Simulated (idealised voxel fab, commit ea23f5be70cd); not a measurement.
process module | voxel spacer lines
cross-section cut | 165 nm wide | cells 5 nm
A cross-section is a grid of square cells, given in bands from the top down. A band is one or more rows of cells.
Each band's line starts with the height of the band's top and of its bottom, in nm. Then come its materials from left to right, each with its width in nm. One material with "throughout" fills the band from edge to edge. "air" is empty space.
Height 0 is the level under which the wafer as received is all one material. The lowest band goes on downwards, as in "0 down".
A width such as "30 to 40" changes by the same amount from each row of cells to the next, from the band's top row to its bottom row.
"no change" after a step means that no cell of the cross-section changed.
closed voids: empty space of 8 cells or more with no open way to the top, each as width x height at its distance from the left edge, in nm
after a step's settings: what the simulator itself notes on the step
overlay nm, on a step with a mask: how far to the right of its planned place the mask lay; to the left if negative
plan
1 op RECEIVE | material Si
2 op CONFORMAL_DEP | material Al2O3 | thk nm 5
3 op DIRECTIONAL_DEP | material polySi | thk nm 20
4 op DIRECTIONAL_DEP | material aC | thk nm 25
5 op PATTERN | tone cover | mask id MANDREL | material resist | width nm 20 | pitch nm 70 | thk nm 35 | overlay nm 0
6 op DIRECTIONAL_ETCH | etch materials aC | depth nm 25
7 op STRIP | etch materials resist
8 op CONFORMAL_DEP | material SiO2 | thk nm 15
9 op DIRECTIONAL_ETCH | etch materials SiO2 | depth nm 15
10 op STRIP | etch materials aC
11 op DIRECTIONAL_ETCH | etch materials polySi | depth nm 20
12 op STRIP | etch materials SiO2
as received, after step 1
  0 down: Si throughout
  closed voids: none
first wafer at the end, as planned
  25 to 5: air 20 | polySi 15 | air 20 | polySi 15 | air 20 | polySi 15 | air 20 | polySi 15 | air 25
  5 to 0: Al2O3 throughout
  0 down: Si throughout
  closed voids: none
second wafer at the end: like start, like plan, one mistake
  25 to 5: air 10 | polySi 15 | air 20 | polySi 15 | air 20 | polySi 15 | air 20 | polySi 15 | air 35
  5 to 0: Al2O3 throughout
  0 down: Si throughout
  closed voids: none
what went wrong: step 5 ran as: op PATTERN | tone cover | mask id MANDREL | material resist | width nm 20 | pitch nm 70 | thk nm 35 | overlay nm -10
at the end the second wafer has, in cells: as many of each material as the first, in other places
